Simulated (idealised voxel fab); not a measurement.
Process module in this document: voxel tone inversion
235 nm wide, 5 nm square cells: that's cross-section cut.
How to read a cross-section here: the picture is a grid of square cells, written as bands going from the top down, and any band can span one or more rows of cells.
Heads up on the band format: heights come first, top then bottom, in nm. After that it's the materials left to right, each with its width in nm. A single material flagged "all across" fills the whole band edge to edge, and "blank" means there's empty space there.
Convention: height 0 is the level below which the wafer, as received, is all one material. The lowest band does not terminate at the bottom but continues downward, represented as "0 down".
With a width like "30..40", each row of cells in the band differs from the next by the same amount, the top row carrying the first number and the bottom row the second.
Any step labelled "no modifications" changed none of the cells in the cross-section.
Fully sealed voids: empty space of 8 cells or more with no open way to the top, each as width x height at its distance from the left edge, in nm
after a step's settings: what the simulator itself notes on the step
"overlay nm" on a masked step: distance the mask lay right of its planned place, negative for left.
SO HERE'S THE LINEUP OF PROCESS STEPS WE PLANNED
- 1: RECEIVE,material Si
- 2: CONFORMAL_DEP,material SiCN,thk nm 5
- 3: DIRECTIONAL_DEP,material aC,thk nm 20
- 4: PATTERN,tone cover,mask id POSTS,material resist,width nm 15,pitch nm 40,thk nm 30,overlay nm 0
- 5: DIRECTIONAL_ETCH,etch materials aC,depth nm 20
- 6: STRIP,etch materials resist
- 7: FILL_DEP,material SiO2,thk nm 10
- 8: CMP,height nm 25
- 9: STRIP,etch materials aC
- 10: CONFORMAL_DEP,material TiN,thk nm 5
- 11: FILL_DEP,material Ru,thk nm 10
- 12: CMP,height nm 25
- 13: CONFORMAL_DEP,material SiCN,thk nm 5
Same starting wafers, different width nm at step 4. Plan value belongs to the first wafer.
THE AS-RECEIVED CROSS-SECTION OF THE FIRST OF SEVERAL WAFERS CORRESPONDS TO THE STATE AFTER STEP 1
  0 down = Si all across
  Fully sealed voids: none
PER-WAFER ROWS BELOW. FOR EACH MATERIAL: CELLS GAINED (+) OR LOST (-) SINCE THE WAFER WAS RECEIVED, AS OF END OF MODULE. THEN: CLOSED VOIDS
width nm 15, +6 Ru, +94 SiCN, +164 SiO2, +18 TiN, Fully sealed voids: none
width nm 20, +12 Ru, +94 SiCN, +156 SiO2, +20 TiN, Fully sealed voids: none
width nm 25, +18 Ru, +94 SiCN, +148 SiO2, +22 TiN, Fully sealed voids: none
